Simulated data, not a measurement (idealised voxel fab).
voxel transistor to metal: a process module
The cross-section shown here is cut; it is 155 nm wide and divided into square cells measuring 5 nm on a side.
Square cells in a grid make up a cross-section in this document, and the grid is given as bands, listed from the top down, each one or more rows of cells.
Band: top and bottom heights (nm) first, top before bottom; then materials from left to right, widths in nm. "everywhere" marks a sole material filling the band edge to edge. "blank" denotes empty space.
Note: height 0 marks the level under which the wafer is uniformly one material as received. Lowest band unbounded below, written "top 0, no bottom".
When a width is written as two numbers, as in "30->40", the first number is the width in the top row of cells of the band and the second is the width in its bottom row, and the width changes by the same amount from each row to the next.
When a step is marked "left unchanged", none of the cells in the cross-section changed during that step.
"Closed void catalog" - sealed voids, min. 8 cells, no opening to top; format: width x height at distance (distance from left edge; nm throughout).
Heads up: the bit after the settings on a step's line is the simulator's remark on that step.
The optional step-line setting "overlay nm" applies to steps with a mask and quantifies how far to the right of its planned location the mask lay, a negative value indicating leftward placement.

The steps planned for the process are as follows:
1) RECEIVE [material Si]
2) OXIDIZE [depth nm 5]
3) CONFORMAL_DEP [material SiN] [thk nm 15]
4) DIRECTIONAL_DEP [material aC] [thk nm 10]
5) PATTERN [tone cover] [mask id ACTIVE] [material resist] [width nm 105] [thk nm 25] [overlay nm 0]
6) DIRECTIONAL_ETCH [etch materials aC] [depth nm 10]
7) STRIP [etch materials resist]
8) DIRECTIONAL_ETCH [etch materials SiN] [depth nm 15]
9) DIRECTIONAL_ETCH [etch materials SiO2] [depth nm 5]
10) DIRECTIONAL_ETCH [etch materials Si] [depth nm 30]
11) STRIP [etch materials aC]
12) OXIDIZE [depth nm 5]
13) FILL_DEP [material SiO2] [thk nm 15]
14) CMP [height nm 15]
15) SELECTIVE_ETCH [etch materials SiO2] [depth nm 15]
16) STRIP [etch materials SiN]
17) SELECTIVE_ETCH [etch materials SiO2] [depth nm 5]
18) OXIDIZE [depth nm 5]
19) DIRECTIONAL_DEP [material polySi] [thk nm 25]
20) DIRECTIONAL_DEP [material SiCN] [thk nm 10]
21) PATTERN [tone cover] [mask id GATE] [material resist] [width nm 15] [thk nm 15] [overlay nm 0]
22) DIRECTIONAL_ETCH [etch materials SiCN] [depth nm 20]
23) DIRECTIONAL_ETCH [etch materials polySi] [depth nm 35]
24) STRIP [etch materials resist]
25) CONFORMAL_DEP [material SiN] [thk nm 10]
26) DIRECTIONAL_ETCH [etch materials SiN] [depth nm 10]
27) DIRECTIONAL_ETCH [etch materials SiO2] [depth nm 5]
28) EPI [material nSi] [thk nm 5]
29) FILL_DEP [material SiO2] [thk nm 10]
30) CMP [height nm 30]
31) DIRECTIONAL_DEP [material SiO2] [thk nm 10]
32) PATTERN [tone open] [mask id CONTACT] [material resist] [width nm 30] [pitch nm 55] [thk nm 20] [overlay nm 0]
33) DIRECTIONAL_ETCH [etch materials SiO2] [depth nm 45]
34) STRIP [etch materials resist]
35) CONFORMAL_DEP [material TiN] [thk nm 5]
36) FILL_DEP [material Ru] [thk nm 5]
37) CMP [height nm 40]
38) DIRECTIONAL_DEP [material TiN] [thk nm 5]
39) DIRECTIONAL_DEP [material Ru] [thk nm 15]
40) PATTERN [tone cover] [mask id METAL_1] [material resist] [width nm 20] [pitch nm 65] [thk nm 15] [overlay nm 0]
41) DIRECTIONAL_ETCH [etch materials Ru] [depth nm 15]
42) DIRECTIONAL_ETCH [etch materials TiN] [depth nm 5]
43) STRIP [etch materials resist]
44) CONFORMAL_DEP [material SiN] [thk nm 5]
45) FILL_DEP [material SiO2] [thk nm 5]
46) CMP [height nm 60]
47) CONFORMAL_DEP [material SiCN] [thk nm 5]
48) DIRECTIONAL_DEP [material SiO2] [thk nm 35]
49) DIRECTIONAL_DEP [material aC] [thk nm 10]
50) PATTERN [tone open] [mask id METAL_2_HOLES] [material resist] [width nm 15] [pitch nm 65] [thk nm 30] [overlay nm 0]
51) DIRECTIONAL_ETCH [etch materials aC] [depth nm 10]
52) STRIP [etch materials resist]
53) DIRECTIONAL_ETCH [etch materials SiO2] [depth nm 35]
54) STRIP [etch materials aC]
55) DIRECTIONAL_DEP [material aC] [thk nm 15]
56) PATTERN [tone open] [mask id METAL_2] [material resist] [width nm 20] [pitch nm 65] [thk nm 35] [overlay nm 0]
57) DIRECTIONAL_ETCH [etch materials aC] [depth nm 15]
58) STRIP [etch materials resist]
59) DIRECTIONAL_ETCH [etch materials SiO2] [depth nm 20]
60) DIRECTIONAL_ETCH [etch materials SiCN] [depth nm 5]
61) STRIP [etch materials aC]
62) CONFORMAL_DEP [material TiN] [thk nm 5]
63) FILL_DEP [material Ru] [thk nm 5]
64) CMP [height nm 100]
65) CONFORMAL_DEP [material SiN] [thk nm 5]

This is the cross-section of the wafer as we received it, i.e. after step 1:
* top 0, no bottom | Si everywhere
* Closed void catalog: none

Run as planned - first of the two wafers cross-sectioned at the end of the module:
* top 105, bottom 100 | SiN everywhere
* top 100, bottom 85 | 35 of SiO2  5 of TiN  10 of Ru  5 of TiN  45 of SiO2  5 of TiN  10 of Ru  5 of TiN  35 of SiO2
* top 85, bottom 80 | 35 of SiO2  5 of TiN  5 of Ru  10 of TiN  45 of SiO2  5 of TiN  5 of Ru  10 of TiN  35 of SiO2
* top 80, bottom 65 | 35 of SiO2  5 of TiN  5 of Ru  5 of TiN  50 of SiO2  5 of TiN  5 of Ru  5 of TiN  40 of SiO2
* top 65, bottom 60 | 35 of SiCN  15 of TiN  50 of SiCN  15 of TiN  40 of SiCN
* top 60, bottom 45 | 30 of SiO2  5 of SiN  20 of Ru  5 of SiN  35 of SiO2  5 of SiN  20 of Ru  5 of SiN  30 of SiO2
* top 45, bottom 40 | 35 of SiN  20 of TiN  45 of SiN  20 of TiN  35 of SiN
* top 40, bottom 30 | 35 of SiO2  5 of TiN  20->15 of Ru  5->10 of TiN  25 of SiO2  5->10 of TiN  20->15 of Ru  5 of TiN  35 of SiO2
* top 30, bottom 20 | 35 of SiO2  5 of TiN  15 of Ru  5 of TiN  10 of SiN  15 of SiCN  10 of SiN  5 of TiN  15 of Ru  5 of TiN  35 of SiO2
* top 20, bottom 0 | 35 of SiO2  5 of TiN  15 of Ru  5 of TiN  10 of SiN  15 of polySi  10 of SiN  5 of TiN  15 of Ru  5 of TiN  35 of SiO2
* top 0, bottom -5 | 35 of SiO2  25 of TiN  10 of SiN  15 of polySi  10 of SiN  25 of TiN  35 of SiO2
* top -5, bottom -10 | 25 of SiO2  35 of nSi  35 of SiO2  35 of nSi  25 of SiO2
* top -10, bottom -40 | 30 of SiO2  95 of Si  30 of SiO2
* top -40, no bottom | Si everywhere
* Closed void catalog: none

End-of-module cross-section of the second wafer: identical starting point and process plan to the first, with one processing mistake:
* top 105, bottom 100 | SiN everywhere
* top 100, bottom 85 | 35 of SiO2  5 of TiN  10 of Ru  5 of TiN  45 of SiO2  5 of TiN  10 of Ru  5 of TiN  35 of SiO2
* top 85, bottom 80 | 35 of SiO2  5 of TiN  5 of Ru  10 of TiN  45 of SiO2  5 of TiN  5 of Ru  10 of TiN  35 of SiO2
* top 80, bottom 65 | 35 of SiO2  5 of TiN  5 of Ru  5 of TiN  50 of SiO2  5 of TiN  5 of Ru  5 of TiN  40 of SiO2
* top 65, bottom 60 | 35 of SiCN  15 of TiN  50 of SiCN  15 of TiN  40 of SiCN
* top 60, bottom 45 | 30 of SiO2  5 of SiN  20 of Ru  5 of SiN  35 of SiO2  5 of SiN  20 of Ru  5 of SiN  30 of SiO2
* top 45, bottom 40 | 35 of SiN  20 of TiN  45 of SiN  20 of TiN  35 of SiN
* top 40, bottom 30 | 35 of SiO2  5 of TiN  20->15 of Ru  5->10 of TiN  25 of SiO2  5->10 of TiN  20->15 of Ru  5 of TiN  35 of SiO2
* top 30, bottom 25 | 35 of SiO2  5 of TiN  15 of Ru  5 of TiN  10 of SiN  15 of SiCN  10 of SiN  5 of TiN  15 of Ru  5 of TiN  35 of SiO2
* top 25, bottom 5 | 35 of SiO2  5 of TiN  15 of Ru  5 of TiN  10 of SiN  15 of polySi  10 of SiN  5 of TiN  15 of Ru  5 of TiN  35 of SiO2
* top 5, bottom 0 | 35 of SiO2  25 of TiN  10 of SiN  15 of polySi  10 of SiN  25 of TiN  35 of SiO2
* top 0, bottom -5 | 20 of SiO2  10 of SiN  30 of nSi  35 of SiO2  30 of nSi  10 of SiN  20 of SiO2
* top -5, bottom -40 | 30 of SiO2  95 of Si  30 of SiO2
* top -40, no bottom | Si everywhere
* Closed void catalog: none
Which mistake was made when the wafer was run? transposition of steps 16 and 17 relative to the planned sequence
At the finish, the second wafer shows more or fewer cells for some materials than the first does: -6 Ru | +19 Si | -3 SiCN | -4 SiO2 | -4 TiN | -2 nSi
